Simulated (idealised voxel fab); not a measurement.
Module name: voxel transistor to metal (process module)
The cross-section shown here is cut; it is 195 nm wide and divided into square cells measuring 5 nm on a side.
Cross-section layout: square cells on a grid; listed as bands, top to bottom; a band spans one or more cell rows.
Look at the band entry: it leads with the top's height and the bottom's height in nm. Then it lists the materials left to right, with a width in nm for each. The word "everywhere" on a single material says that material fills the band edge to edge. The word "empty" is empty space.
Height reference: 0 = level under which incoming wafer is all one material. Lowest band: no bottom, runs on downward, e.g. "0 nm and below".
The two numbers in a width such as "30->40" mark its ends across the band: the first belongs to the top row of cells, the second to the bottom row, and from each row to the next the width moves by the same amount.
"left unchanged" for a step: no cell of the cross-section changed in that step.
Entry "Closed cavity list". Content: empty spaces with no open connection to the top, size 8 cells or greater. Each: width x height at distance. Distance: from left edge. Unit: nm.
On each step's line, the part that comes after the settings is the simulator's own comment on the step.
On any step carrying a mask, the "overlay nm" setting, if present on the step's line, tells how far right of its planned place the mask lay; negative values point to the left.
Pairs, read this way: before one process step on the one hand, after it on the other, the after cross-section ending at the lowest band that changed; the step between, settings included, beneath. Same starting wafer throughout, but possibly different runs of this module, so no pair continues from the pair above unless its entry headed "Geometry before processing" says so.

## Geometry before processing
  110 nm to 95 nm: aC everywhere
  95 nm to 60 nm: lowk everywhere
  60 nm to 55 nm: SiCN everywhere
  55 nm to 35 nm: lowk 50 nm, then Ru 15 nm, then lowk 60 nm, then Ru 15 nm, then lowk 55 nm
  35 nm to 30 nm: lowk 50 nm, then TiN 15 nm, then lowk 60 nm, then TiN 15 nm, then lowk 55 nm
  30 nm to 15 nm: SiO2 45 nm, then TiN 5 nm, then Ru 5 nm, then TiN 5 nm, then SiO2 60 nm, then TiN 5 nm, then Ru 5 nm, then TiN 5 nm, then SiO2 60 nm
  15 nm to 5 nm: SiO2 45 nm, then TiN 5 nm, then Ru 5 nm, then TiN 5 nm, then SiO2 15 nm, then SiN 5 nm, then HfO2 5 nm, then TiN 5 nm, then W 10 nm, then TiN 5 nm, then HfO2 5 nm, then SiN 5 nm, then SiO2 5 nm, then TiN 5 nm, then Ru 5 nm, then TiN 5 nm, then SiO2 60 nm
  5 nm to 0 nm: SiO2 35 nm, then SiN 5 nm, then SiO2 5 nm, then TiN 15 nm, then SiO2 15 nm, then SiN 5 nm, then HfO2 5 nm, then TiN 20 nm, then HfO2 5 nm, then SiN 5 nm, then SiO2 5 nm, then TiN 15 nm, then SiO2 15 nm, then SiN 5 nm, then SiO2 40 nm
  0 nm to -5 nm: SiO2 40 nm, then nSi 35 nm, then HfO2 40 nm, then nSi 35 nm, then SiO2 45 nm
  -5 nm to -20 nm: SiO2 40 nm, then Si 110 nm, then SiO2 45 nm
  -20 nm and below: Si everywhere
  Closed cavity list: none

## Cross-Section After Step
  145 nm to 110 nm: resist 50 nm, then empty 15 nm, then resist 60 nm, then empty 15 nm, then resist 55 nm
  Below 110, no change.
  Closed cavity list: none
Relating the two cross-sections above, the step in between is PATTERN,tone open,mask id METAL_2,material resist,width nm 15,pitch nm 75,thk nm 35,overlay nm 0

Geometry before processing: as in the pair right above, post-step view.

## Cross-Section After Step
  130 nm to 110 nm: resist 50 nm, then empty 15 nm, then resist 60 nm, then empty 15 nm, then resist 55 nm
  110 nm to 95 nm: aC 50 nm, then empty 15 nm, then aC 60 nm, then empty 15 nm, then aC 55 nm
  Below 95, no change.
  Closed cavity list: none
Relating the two cross-sections above, the step in between is DIRECTIONAL_ETCH,etch materials aC,depth nm 15

Geometry before processing: as in the pair right above, post-step view.

## Cross-Section After Step
  110 nm to 95 nm: aC 50 nm, then empty 15 nm, then aC 60 nm, then empty 15 nm, then aC 55 nm
  Below 95, no change.
  Closed cavity list: none
Relating the two cross-sections above, the step in between is STRIP,etch materials resist

Geometry before processing: as in the pair right above, post-step view.

## Cross-Section After Step
  110 nm to 95 nm: aC 50 nm, then empty 15 nm, then aC 60 nm, then empty 15 nm, then aC 55 nm
  95 nm to 75 nm: lowk 50 nm, then empty 15 nm, then lowk 60 nm, then empty 15 nm, then lowk 55 nm
  Below 75, no change.
  Closed cavity list: none
Relating the two cross-sections above, the step in between is DIRECTIONAL_ETCH,etch materials lowk,depth nm 20

Geometry before processing: as in the pair right above, post-step view.

## Cross-Section After Step
  95 nm to 75 nm: lowk 50 nm, then empty 15 nm, then lowk 60 nm, then empty 15 nm, then lowk 55 nm
  Below 75, no change.
  Closed cavity list: none
Relating the two cross-sections above, the step in between is STRIP,etch materials aC

Geometry before processing: as in the pair right above, post-step view.

## Cross-Section After Step
  110 nm to 95 nm: aC 50 nm, then empty 15 nm, then aC 60 nm, then empty 15 nm, then aC 55 nm
  95 nm to 90 nm: lowk 50 nm, then empty 15 nm, then lowk 60 nm, then empty 15 nm, then lowk 55 nm
  90 nm to 75 nm: lowk 50 nm, then aC 15 nm, then lowk 60 nm, then aC 15 nm, then lowk 55 nm
  Below 75, no change.
  Closed cavity list: none
Relating the two cross-sections above, the step in between is DIRECTIONAL_DEP,material aC,thk nm 15

Geometry before processing: as in the pair right above, post-step view.

## Cross-Section After Step
  145 nm to 110 nm: resist 50 nm, then empty 15 nm, then resist 60 nm, then empty 15 nm, then resist 55 nm
  Below 110, no change.
  Closed cavity list: none
Relating the two cross-sections above, the step in between is PATTERN,tone open,mask id METAL_2_HOLES,material resist,width nm 15,pitch nm 75,thk nm 35,overlay nm 0

Geometry before processing: as in the pair right above, post-step view.

## Cross-Section After Step
  130 nm to 110 nm: resist 50 nm, then empty 15 nm, then resist 60 nm, then empty 15 nm, then resist 55 nm
  110 nm to 95 nm: aC 50 nm, then empty 15 nm, then aC 60 nm, then empty 15 nm, then aC 55 nm
  95 nm to 75 nm: lowk 50 nm, then empty 15 nm, then lowk 60 nm, then empty 15 nm, then lowk 55 nm
  Below 75, no change.
  Closed cavity list: none
Relating the two cross-sections above, the step in between is DIRECTIONAL_ETCH,etch materials aC,depth nm 15

Geometry before processing: as in the pair right above, post-step view.

## Cross-Section After Step
  110 nm to 95 nm: aC 50 nm, then empty 15 nm, then aC 60 nm, then empty 15 nm, then aC 55 nm
  Below 95, no change.
  Closed cavity list: none
Relating the two cross-sections above, the step in between is STRIP,etch materials resist

Geometry before processing: as in the pair right above, post-step view.

## Cross-Section After Step
  110 nm to 95 nm: aC 50 nm, then empty 15 nm, then aC 60 nm, then empty 15 nm, then aC 55 nm
  95 nm to 60 nm: lowk 50 nm, then empty 15 nm, then lowk 60 nm, then empty 15 nm, then lowk 55 nm
  Below 60, no change.
  Closed cavity list: none
Relating the two cross-sections above, the step in between is DIRECTIONAL_ETCH,etch materials lowk,depth nm 15

Geometry before processing: as in the pair right above, post-step view.

## Cross-Section After Step
  110 nm to 95 nm: aC 50 nm, then empty 15 nm, then aC 60 nm, then empty 15 nm, then aC 55 nm
  95 nm to 60 nm: lowk 50 nm, then empty 15 nm, then lowk 60 nm, then empty 15 nm, then lowk 55 nm
  60 nm to 55 nm: SiCN 50 nm, then empty 15 nm, then SiCN 60 nm, then empty 15 nm, then SiCN 55 nm
  Below 55, no change.
  Closed cavity list: none
Relating the two cross-sections above, the step in between is DIRECTIONAL_ETCH,etch materials SiCN,depth nm 5

Geometry before processing: as in the pair right above, post-step view.

## Cross-Section After Step
  95 nm to 60 nm: lowk 50 nm, then empty 15 nm, then lowk 60 nm, then empty 15 nm, then lowk 55 nm
  Below 60, no change.
  Closed cavity list: none
Relating the two cross-sections above, the step in between is STRIP,etch materials aC

Geometry before processing: as in the pair right above, post-step view.

## Cross-Section After Step
  100 nm to 95 nm: TiN 55 nm, then empty 5 nm, then TiN 70 nm, then empty 5 nm, then TiN 60 nm
  95 nm to 60 nm: lowk 50 nm, then TiN 5 nm, then empty 5 nm, then TiN 5 nm, then lowk 60 nm, then TiN 5 nm, then empty 5 nm, then TiN 5 nm, then lowk 55 nm
  60 nm to 55 nm: SiCN 50 nm, then TiN 15 nm, then SiCN 60 nm, then TiN 15 nm, then SiCN 55 nm
  Below 55, no change.
  Closed cavity list: none
Relating the two cross-sections above, the step in between is CONFORMAL_DEP,material TiN,thk nm 5

Geometry before processing: as in the pair right above, post-step view.

## Cross-Section After Step
  105 nm to 100 nm: Ru everywhere
  100 nm to 95 nm: TiN 55 nm, then Ru 5 nm, then TiN 70 nm, then Ru 5 nm, then TiN 60 nm
  95 nm to 60 nm: lowk 50 nm, then TiN 5 nm, then Ru 5 nm, then TiN 5 nm, then lowk 60 nm, then TiN 5 nm, then Ru 5 nm, then TiN 5 nm, then lowk 55 nm
  Below 60, no change.
  Closed cavity list: none
Relating the two cross-sections above, the step in between is FILL_DEP,material Ru,thk nm 5

Geometry before processing: as in the pair right above, post-step view.

## Cross-Section After Step
  95 nm to 60 nm: lowk 50 nm, then TiN 5 nm, then Ru 5 nm, then TiN 5 nm, then lowk 60 nm, then TiN 5 nm, then Ru 5 nm, then TiN 5 nm, then lowk 55 nm
  Below 60, no change.
  Closed cavity list: none
Relating the two cross-sections above, the step in between is CMP,height nm 95

Geometry before processing: as in the pair right above, post-step view.

## Cross-Section After Step
  100 nm to 95 nm: SiN everywhere
  Below 95, no change.
  Closed cavity list: none
Relating the two cross-sections above, the step in between is CONFORMAL_DEP,material SiN,thk nm 5

## Geometry before processing
  35 nm to 30 nm: TiN 55 nm, then empty 5 nm, then TiN 70 nm, then empty 5 nm, then TiN 60 nm
  30 nm to 15 nm: SiO2 50 nm, then TiN 5 nm, then empty 5 nm, then TiN 5 nm, then SiO2 60 nm, then TiN 5 nm, then empty 5 nm, then TiN 5 nm, then SiO2 55 nm
  15 nm to 5 nm: SiO2 50 nm, then TiN 5 nm, then empty 5 nm, then TiN 5 nm, then SiO2 10 nm, then SiN 5 nm, then HfO2 5 nm, then TiN 5 nm, then W 10 nm, then TiN 5 nm, then HfO2 5 nm, then SiN 5 nm, then SiO2 10 nm, then TiN 5 nm, then empty 5 nm, then TiN 5 nm, then SiO2 55 nm
  5 nm to 0 nm: SiO2 35 nm, then SiN 5 nm, then SiO2 10 nm, then TiN 15 nm, then SiO2 10 nm, then SiN 5 nm, then HfO2 5 nm, then TiN 20 nm, then HfO2 5 nm, then SiN 5 nm, then SiO2 10 nm, then TiN 15 nm, then SiO2 10 nm, then SiN 5 nm, then SiO2 40 nm
  0 nm to -5 nm: SiO2 40 nm, then nSi 35 nm, then HfO2 40 nm, then nSi 35 nm, then SiO2 45 nm
  -5 nm to -20 nm: SiO2 40 nm, then Si 110 nm, then SiO2 45 nm
  -20 nm and below: Si everywhere
  Closed cavity list: none

## Cross-Section After Step
  45 nm to 35 nm: SiN everywhere
  35 nm to 30 nm: TiN 55 nm, then SiN 5 nm, then TiN 70 nm, then SiN 5 nm, then TiN 60 nm
  30 nm to 15 nm: SiO2 50 nm, then TiN 5 nm, then SiN 5 nm, then TiN 5 nm, then SiO2 60 nm, then TiN 5 nm, then SiN 5 nm, then TiN 5 nm, then SiO2 55 nm
  15 nm to 5 nm: SiO2 50 nm, then TiN 5 nm, then SiN 5 nm, then TiN 5 nm, then SiO2 10 nm, then SiN 5 nm, then HfO2 5 nm, then TiN 5 nm, then W 10 nm, then TiN 5 nm, then HfO2 5 nm, then SiN 5 nm, then SiO2 10 nm, then TiN 5 nm, then SiN 5 nm, then TiN 5 nm, then SiO2 55 nm
  Below 5, no change.
  Closed cavity list: none
Relating the two cross-sections above, the step in between is FILL_DEP,material SiN,thk nm 10

Geometry before processing: as in the pair right above, post-step view.

## Cross-Section After Step
  30 nm to 15 nm: SiO2 50 nm, then TiN 5 nm, then SiN 5 nm, then TiN 5 nm, then SiO2 60 nm, then TiN 5 nm, then SiN 5 nm, then TiN 5 nm, then SiO2 55 nm
  Below 15, no change.
  Closed cavity list: none
Relating the two cross-sections above, the step in between is CMP,height nm 30

Geometry before processing: as in the pair right above, post-step view.

## Cross-Section After Step
  35 nm to 30 nm: TiN everywhere
  Below 30, no change.
  Closed cavity list: none
Relating the two cross-sections above, the step in between is DIRECTIONAL_DEP,material TiN,thk nm 5

Geometry before processing: as in the pair right above, post-step view.

## Cross-Section After Step
  55 nm to 35 nm: Ru everywhere
  Below 35, no change.
  Closed cavity list: none
Relating the two cross-sections above, the step in between is DIRECTIONAL_DEP,material Ru,thk nm 20

Geometry before processing: as in the pair right above, post-step view.

## Cross-Section After Step
  55 nm to 35 nm: empty 50 nm, then Ru 15 nm, then empty 60 nm, then Ru 15 nm, then empty 55 nm
  Below 35, no change.
  Closed cavity list: none
Relating the two cross-sections above, the step in between is MASKED_ETCH,tone cover,mask id METAL_1,width nm 15,pitch nm 75,etch materials Ru,depth nm 20,overlay nm 0

Geometry before processing: as in the pair right above, post-step view.

## Cross-Section After Step
  55 nm to 35 nm: empty 50 nm, then Ru 15 nm, then empty 60 nm, then Ru 15 nm, then empty 55 nm
  35 nm to 30 nm: empty 50 nm, then TiN 15 nm, then empty 60 nm, then TiN 15 nm, then empty 55 nm
  Below 30, no change.
  Closed cavity list: none
Relating the two cross-sections above, the step in between is MASKED_ETCH,tone cover,mask id METAL_1,width nm 15,pitch nm 75,etch materials TiN,depth nm 5,overlay nm 0

Geometry before processing: as in the pair right above, post-step view.

## Cross-Section After Step
  60 nm to 55 nm: lowk everywhere
  55 nm to 35 nm: lowk 50 nm, then Ru 15 nm, then lowk 60 nm, then Ru 15 nm, then lowk 55 nm
  35 nm to 30 nm: lowk 50 nm, then TiN 15 nm, then lowk 60 nm, then TiN 15 nm, then lowk 55 nm
  Below 30, no change.
  Closed cavity list: none
Relating the two cross-sections above, the step in between is FILL_DEP,material lowk,thk nm 5

Geometry before processing: as in the pair right above, post-step view.

## Cross-Section After Step
  55 nm to 35 nm: lowk 50 nm, then Ru 15 nm, then lowk 60 nm, then Ru 15 nm, then lowk 55 nm
  Below 35, no change.
  Closed cavity list: none
Relating the two cross-sections above, the step in between is CMP,height nm 55

Geometry before processing: as in the pair right above, post-step view.

## Cross-Section After Step
  60 nm to 55 nm: SiCN everywhere
  Below 55, no change.
  Closed cavity list: none
Relating the two cross-sections above, the step in between is CONFORMAL_DEP,material SiCN,thk nm 5

Geometry before processing: as in the pair right above, post-step view.

## Cross-Section After Step
  95 nm to 60 nm: lowk everywhere
  Below 60, no change.
  Closed cavity list: none
Relating the two cross-sections above, the step in between is DIRECTIONAL_DEP,material lowk,thk nm 35

Geometry before processing: as in the pair right above, post-step view.

## Cross-Section After Step
  110 nm to 95 nm: aC everywhere
  Below 95, no change.
  Closed cavity list: none
Relating the two cross-sections above, the step in between is DIRECTIONAL_DEP,material aC,thk nm 15

Geometry before processing: as in the pair right above, post-step view.

## Cross-Section After Step
  145 nm to 110 nm: resist 50 nm, then empty 15 nm, then resist 60 nm, then empty 15 nm, then resist 55 nm
  Below 110, no change.
  Closed cavity list: none
Relating the two cross-sections above, the step in between is PATTERN,tone open,mask id METAL_2,material resist,width nm 15,pitch nm 75,thk nm 35,overlay nm 0

Geometry before processing: as in the pair right above, post-step view.

## Cross-Section After Step
  130 nm to 110 nm: resist 50 nm, then empty 15 nm, then resist 60 nm, then empty 15 nm, then resist 55 nm
  110 nm to 95 nm: aC 50 nm, then empty 15 nm, then aC 60 nm, then empty 15 nm, then aC 55 nm
  Below 95, no change.
  Closed cavity list: none
Relating the two cross-sections above, the step in between is DIRECTIONAL_ETCH,etch materials aC,depth nm 15

Geometry before processing: as in the pair right above, post-step view.

## Cross-Section After Step
  110 nm to 95 nm: aC 50 nm, then empty 15 nm, then aC 60 nm, then empty 15 nm, then aC 55 nm
  Below 95, no change.
  Closed cavity list: none
Relating the two cross-sections above, the step in between is STRIP,etch materials resist

Geometry before processing: as in the pair right above, post-step view.

## Cross-Section After Step
  110 nm to 95 nm: aC 50 nm, then empty 15 nm, then aC 60 nm, then empty 15 nm, then aC 55 nm
  95 nm to 75 nm: lowk 50 nm, then empty 15 nm, then lowk 60 nm, then empty 15 nm, then lowk 55 nm
  Below 75, no change.
  Closed cavity list: none
Relating the two cross-sections above, the step in between is DIRECTIONAL_ETCH,etch materials lowk,depth nm 20

Geometry before processing: as in the pair right above, post-step view.

## Cross-Section After Step
  95 nm to 75 nm: lowk 50 nm, then empty 15 nm, then lowk 60 nm, then empty 15 nm, then lowk 55 nm
  Below 75, no change.
  Closed cavity list: none
Relating the two cross-sections above, the step in between is STRIP,etch materials aC

Geometry before processing: as in the pair right above, post-step view.

## Cross-Section After Step
  110 nm to 95 nm: aC 50 nm, then empty 15 nm, then aC 60 nm, then empty 15 nm, then aC 55 nm
  95 nm to 90 nm: lowk 50 nm, then empty 15 nm, then lowk 60 nm, then empty 15 nm, then lowk 55 nm
  90 nm to 75 nm: lowk 50 nm, then aC 15 nm, then lowk 60 nm, then aC 15 nm, then lowk 55 nm
  Below 75, no change.
  Closed cavity list: none
Relating the two cross-sections above, the step in between is DIRECTIONAL_DEP,material aC,thk nm 15

Geometry before processing: as in the pair right above, post-step view.

## Cross-Section After Step
  145 nm to 110 nm: resist 50 nm, then empty 15 nm, then resist 60 nm, then empty 15 nm, then resist 55 nm
  Below 110, no change.
  Closed cavity list: none
Relating the two cross-sections above, the step in between is PATTERN,tone open,mask id METAL_2_HOLES,material resist,width nm 15,pitch nm 75,thk nm 35,overlay nm 0

Geometry before processing: as in the pair right above, post-step view.

## Cross-Section After Step
  130 nm to 110 nm: resist 50 nm, then empty 15 nm, then resist 60 nm, then empty 15 nm, then resist 55 nm
  110 nm to 95 nm: aC 50 nm, then empty 15 nm, then aC 60 nm, then empty 15 nm, then aC 55 nm
  95 nm to 75 nm: lowk 50 nm, then empty 15 nm, then lowk 60 nm, then empty 15 nm, then lowk 55 nm
  Below 75, no change.
  Closed cavity list: none
Relating the two cross-sections above, the step in between is DIRECTIONAL_ETCH,etch materials aC,depth nm 15

Geometry before processing: as in the pair right above, post-step view.

## Cross-Section After Step
  110 nm to 95 nm: aC 50 nm, then empty 15 nm, then aC 60 nm, then empty 15 nm, then aC 55 nm
  Below 95, no change.
  Closed cavity list: none
Relating the two cross-sections above, the step in between is STRIP,etch materials resist

Geometry before processing: as in the pair right above, post-step view.

## Cross-Section After Step
  110 nm to 95 nm: aC 50 nm, then empty 15 nm, then aC 60 nm, then empty 15 nm, then aC 55 nm
  95 nm to 60 nm: lowk 50 nm, then empty 15 nm, then lowk 60 nm, then empty 15 nm, then lowk 55 nm
  Below 60, no change.
  Closed cavity list: none
Relating the two cross-sections above, the step in between is DIRECTIONAL_ETCH,etch materials lowk,depth nm 15

Geometry before processing: as in the pair right above, post-step view.

## Cross-Section After Step
  110 nm to 95 nm: aC 50 nm, then empty 15 nm, then aC 60 nm, then empty 15 nm, then aC 55 nm
  95 nm to 60 nm: lowk 50 nm, then empty 15 nm, then lowk 60 nm, then empty 15 nm, then lowk 55 nm
  60 nm to 55 nm: SiCN 50 nm, then empty 15 nm, then SiCN 60 nm, then empty 15 nm, then SiCN 55 nm
  Below 55, no change.
  Closed cavity list: none
Relating the two cross-sections above, the step in between is DIRECTIONAL_ETCH,etch materials SiCN,depth nm 5

Geometry before processing: as in the pair right above, post-step view.

## Cross-Section After Step
  95 nm to 60 nm: lowk 50 nm, then empty 15 nm, then lowk 60 nm, then empty 15 nm, then lowk 55 nm
  Below 60, no change.
  Closed cavity list: none
Relating the two cross-sections above, the step in between is STRIP,etch materials aC

Geometry before processing: as in the pair right above, post-step view.

## Cross-Section After Step
  100 nm to 95 nm: TiN 55 nm, then empty 5 nm, then TiN 70 nm, then empty 5 nm, then TiN 60 nm
  95 nm to 60 nm: lowk 50 nm, then TiN 5 nm, then empty 5 nm, then TiN 5 nm, then lowk 60 nm, then TiN 5 nm, then empty 5 nm, then TiN 5 nm, then lowk 55 nm
  60 nm to 55 nm: SiCN 50 nm, then TiN 15 nm, then SiCN 60 nm, then TiN 15 nm, then SiCN 55 nm
  Below 55, no change.
  Closed cavity list: none
Relating the two cross-sections above, the step in between is CONFORMAL_DEP,material TiN,thk nm 5

Geometry before processing: as in the pair right above, post-step view.

## Cross-Section After Step
  105 nm to 100 nm: Ru everywhere
  100 nm to 95 nm: TiN 55 nm, then Ru 5 nm, then TiN 70 nm, then Ru 5 nm, then TiN 60 nm
  95 nm to 60 nm: lowk 50 nm, then TiN 5 nm, then Ru 5 nm, then TiN 5 nm, then lowk 60 nm, then TiN 5 nm, then Ru 5 nm, then TiN 5 nm, then lowk 55 nm
  Below 60, no change.
  Closed cavity list: none
Relating the two cross-sections above, the step in between is FILL_DEP,material Ru,thk nm 5

Geometry before processing: as in the pair right above, post-step view.

## Cross-Section After Step
  95 nm to 60 nm: lowk 50 nm, then TiN 5 nm, then Ru 5 nm, then TiN 5 nm, then lowk 60 nm, then TiN 5 nm, then Ru 5 nm, then TiN 5 nm, then lowk 55 nm
  Below 60, no change.
  Closed cavity list: none
Relating the two cross-sections above, the step in between is CMP,height nm 95

Geometry before processing: as in the pair right above, post-step view.

## Cross-Section After Step
  100 nm to 95 nm: SiN everywhere
  Below 95, no change.
  Closed cavity list: none
Relating the two cross-sections above, the step in between is CONFORMAL_DEP,material SiN,thk nm 5

## Geometry before processing
  15 nm to 5 nm: SiN everywhere
  5 nm to 0 nm: SiO2 everywhere
  0 nm and below: Si everywhere
  Closed cavity list: none

## Cross-Section After Step
  35 nm to 15 nm: resist 40 nm, then empty 110 nm, then resist 45 nm
  Below 15, no change.
  Closed cavity list: none
Relating the two cross-sections above, the step in between is PATTERN,tone open,mask id ACTIVE,material resist,width nm 110,thk nm 20,overlay nm 0

Geometry before processing: as in the pair right above, post-step view.

## Cross-Section After Step
  35 nm to 15 nm: resist 40 nm, then empty 110 nm, then resist 45 nm
  15 nm to 5 nm: SiN 40 nm, then empty 110 nm, then SiN 45 nm
  Below 5, no change.
  Closed cavity list: none
Relating the two cross-sections above, the step in between is DIRECTIONAL_ETCH,etch materials SiN,depth nm 10

Geometry before processing: as in the pair right above, post-step view.

## Cross-Section After Step
  35 nm to 15 nm: resist 40 nm, then empty 110 nm, then resist 45 nm
  15 nm to 5 nm: SiN 40 nm, then empty 110 nm, then SiN 45 nm
  5 nm to 0 nm: SiO2 40 nm, then empty 110 nm, then SiO2 45 nm
  Below 0, no change.
  Closed cavity list: none
Relating the two cross-sections above, the step in between is DIRECTIONAL_ETCH,etch materials SiO2,depth nm 5

Geometry before processing: as in the pair right above, post-step view.

## Cross-Section After Step
  35 nm to 15 nm: resist 40 nm, then empty 110 nm, then resist 45 nm
  15 nm to 5 nm: SiN 40 nm, then empty 110 nm, then SiN 45 nm
  5 nm to 0 nm: SiO2 40 nm, then empty 110 nm, then SiO2 45 nm
  0 nm to -20 nm: Si 40 nm, then empty 110 nm, then Si 45 nm
  Below -20, no change.
  Closed cavity list: none
Relating the two cross-sections above, the step in between is DIRECTIONAL_ETCH,etch materials Si,depth nm 20

Geometry before processing: as in the pair right above, post-step view.

## Cross-Section After Step
  15 nm to 5 nm: SiN 40 nm, then empty 110 nm, then SiN 45 nm
  Below 5, no change.
  Closed cavity list: none
Relating the two cross-sections above, the step in between is STRIP,etch materials resist

Geometry before processing: as in the pair right above, post-step view.

## Cross-Section After Step
  20 nm to 15 nm: SiO2 everywhere
  15 nm to 5 nm: SiN 40 nm, then SiO2 110 nm, then SiN 45 nm
  5 nm to 0 nm: SiO2 everywhere
  0 nm to -20 nm: Si 40 nm, then SiO2 110 nm, then Si 45 nm
  Below -20, no change.
  Closed cavity list: none
Relating the two cross-sections above, the step in between is FILL_DEP,material SiO2,thk nm 5

Geometry before processing: as in the pair right above, post-step view.

## Cross-Section After Step
  15 nm to 5 nm: SiN 40 nm, then SiO2 110 nm, then SiN 45 nm
  Below 5, no change.
  Closed cavity list: none
Relating the two cross-sections above, the step in between is CMP,height nm 15

Geometry before processing: as in the pair right above, post-step view.

## Cross-Section After Step
  15 nm to 10 nm: SiN 40 nm, then empty 110 nm, then SiN 45 nm
  Below 10, no change.
  Closed cavity list: none
Relating the two cross-sections above, the step in between is SELECTIVE_ETCH,etch materials SiO2,depth nm 5

Geometry before processing: as in the pair right above, post-step view.

## Cross-Section After Step
  10 nm to 5 nm: empty 40 nm, then SiO2 110 nm, then empty 45 nm
  Below 5, no change.
  Closed cavity list: none
Relating the two cross-sections above, the step in between is STRIP,etch materials SiN

Geometry before processing: as in the pair right above, post-step view.

## Cross-Section After Step
  5 nm to 0 nm: empty 45 nm, then SiO2 100 nm, then empty 50 nm
  Below 0, no change.
  Closed cavity list: none
Relating the two cross-sections above, the step in between is SELECTIVE_ETCH,etch materials SiO2,depth nm 5

Geometry before processing: as in the pair right above, post-step view.

## Cross-Section After Step
  5 nm to 0 nm: empty 45 nm, then SiO2 100 nm, then empty 50 nm
  0 nm to -5 nm: SiO2 everywhere
  Below -5, no change.
  Closed cavity list: none
Relating the two cross-sections above, the step in between is OXIDIZE,depth nm 5

Geometry before processing: as in the pair right above, post-step view.

## Cross-Section After Step
  25 nm to 20 nm: empty 45 nm, then polySi 100 nm, then empty 50 nm
  20 nm to 5 nm: polySi everywhere
  5 nm to 0 nm: polySi 45 nm, then SiO2 100 nm, then polySi 50 nm
  Below 0, no change.
  Closed cavity list: none
Relating the two cross-sections above, the step in between is DIRECTIONAL_DEP,material polySi,thk nm 20

Geometry before processing: as in the pair right above, post-step view.

## Cross-Section After Step
  40 nm to 35 nm: empty 45 nm, then SiCN 100 nm, then empty 50 nm
  35 nm to 25 nm: SiCN everywhere
  25 nm to 20 nm: SiCN 45 nm, then polySi 100 nm, then SiCN 50 nm
  Below 20, no change.
  Closed cavity list: none
Relating the two cross-sections above, the step in between is DIRECTIONAL_DEP,material SiCN,thk nm 15

Geometry before processing: as in the pair right above, post-step view.

## Cross-Section After Step
  40 nm to 25 nm: empty 80 nm, then SiCN 30 nm, then empty 85 nm
  25 nm to 20 nm: empty 45 nm, then polySi 100 nm, then empty 50 nm
  Below 20, no change.
  Closed cavity list: none
Relating the two cross-sections above, the step in between is MASKED_ETCH,tone cover,mask id GATE,width nm 30,etch materials SiCN,depth nm 25,overlay nm 0

Geometry before processing: as in the pair right above, post-step view.

## Cross-Section After Step
  40 nm to 25 nm: empty 80 nm, then SiCN 30 nm, then empty 85 nm
  25 nm to 5 nm: empty 80 nm, then polySi 30 nm, then empty 85 nm
  5 nm to 0 nm: empty 45 nm, then SiO2 100 nm, then empty 50 nm
  Below 0, no change.
  Closed cavity list: none
Relating the two cross-sections above, the step in between is MASKED_ETCH,tone cover,mask id GATE,width nm 30,etch materials polySi,depth nm 30,overlay nm 0

Geometry before processing: as in the pair right above, post-step view.

## Cross-Section After Step
  45 nm to 40 nm: empty 75 nm, then SiN 40 nm, then empty 80 nm
  40 nm to 25 nm: empty 75 nm, then SiN 5 nm, then SiCN 30 nm, then SiN 5 nm, then empty 80 nm
  25 nm to 10 nm: empty 75 nm, then SiN 5 nm, then polySi 30 nm, then SiN 5 nm, then empty 80 nm
  10 nm to 5 nm: empty 40 nm, then SiN 40 nm, then polySi 30 nm, then SiN 40 nm, then empty 45 nm
  5 nm to 0 nm: SiN 45 nm, then SiO2 100 nm, then SiN 50 nm
  Below 0, no change.
  Closed cavity list: none
Relating the two cross-sections above, the step in between is CONFORMAL_DEP,material SiN,thk nm 5

Geometry before processing: as in the pair right above, post-step view.

## Cross-Section After Step
  40 nm to 25 nm: empty 75 nm, then SiN 5 nm, then SiCN 30 nm, then SiN 5 nm, then empty 80 nm
  25 nm to 5 nm: empty 75 nm, then SiN 5 nm, then polySi 30 nm, then SiN 5 nm, then empty 80 nm
  5 nm to 0 nm: empty 40 nm, then SiN 5 nm, then SiO2 100 nm, then SiN 5 nm, then empty 45 nm
  Below 0, no change.
  Closed cavity list: none
Relating the two cross-sections above, the step in between is DIRECTIONAL_ETCH,etch materials SiN,depth nm 5

Geometry before processing: as in the pair right above, post-step view.

## Cross-Section After Step
  40 nm to 25 nm: empty 75 nm, then SiN 5 nm, then SiCN 30 nm, then SiN 5 nm, then empty 80 nm
  25 nm to 5 nm: empty 75 nm, then SiN 5 nm, then polySi 30 nm, then SiN 5 nm, then empty 80 nm
  5 nm to 0 nm: empty 40 nm, then SiN 5 nm, then empty 30 nm, then SiO2 40 nm, then empty 30 nm, then SiN 5 nm, then empty 45 nm
  0 nm to -5 nm: empty 40 nm, then SiO2 110 nm, then empty 45 nm
  Below -5, no change.
  Closed cavity list: none
Relating the two cross-sections above, the step in between is DIRECTIONAL_ETCH,etch materials SiO2,depth nm 5

Geometry before processing: as in the pair right above, post-step view.

## Cross-Section After Step
  40 nm to 25 nm: empty 75 nm, then SiN 5 nm, then SiCN 30 nm, then SiN 5 nm, then empty 80 nm
  25 nm to 5 nm: empty 75 nm, then SiN 5 nm, then polySi 30 nm, then SiN 5 nm, then empty 80 nm
  5 nm to 0 nm: empty 40 nm, then SiN 5 nm, then empty 30 nm, then SiO2 40 nm, then empty 30 nm, then SiN 5 nm, then empty 45 nm
  0 nm to -5 nm: nSi 40 nm, then SiO2 110 nm, then nSi 45 nm
  Below -5, no change.
  Closed cavity list: none
Relating the two cross-sections above, the step in between is EPI,material nSi,thk nm 5

Geometry before processing: as in the pair right above, post-step view.

## Cross-Section After Step
  50 nm to 40 nm: SiO2 everywhere
  40 nm to 25 nm: SiO2 75 nm, then SiN 5 nm, then SiCN 30 nm, then SiN 5 nm, then SiO2 80 nm
  25 nm to 5 nm: SiO2 75 nm, then SiN 5 nm, then polySi 30 nm, then SiN 5 nm, then SiO2 80 nm
  5 nm to 0 nm: SiO2 40 nm, then SiN 5 nm, then SiO2 100 nm, then SiN 5 nm, then SiO2 45 nm
  Below 0, no change.
  Closed cavity list: none
Relating the two cross-sections above, the step in between is FILL_DEP,material SiO2,thk nm 10

Geometry before processing: as in the pair right above, post-step view.

## Cross-Section After Step
  20 nm to 5 nm: SiO2 75 nm, then SiN 5 nm, then polySi 30 nm, then SiN 5 nm, then SiO2 80 nm
  Below 5, no change.
  Closed cavity list: none
Relating the two cross-sections above, the step in between is CMP,height nm 20

Geometry before processing: as in the pair right above, post-step view.

## Cross-Section After Step
  20 nm to 5 nm: SiO2 75 nm, then SiN 5 nm, then empty 30 nm, then SiN 5 nm, then SiO2 80 nm
  Below 5, no change.
  Closed cavity list: none
Relating the two cross-sections above, the step in between is STRIP,etch materials polySi
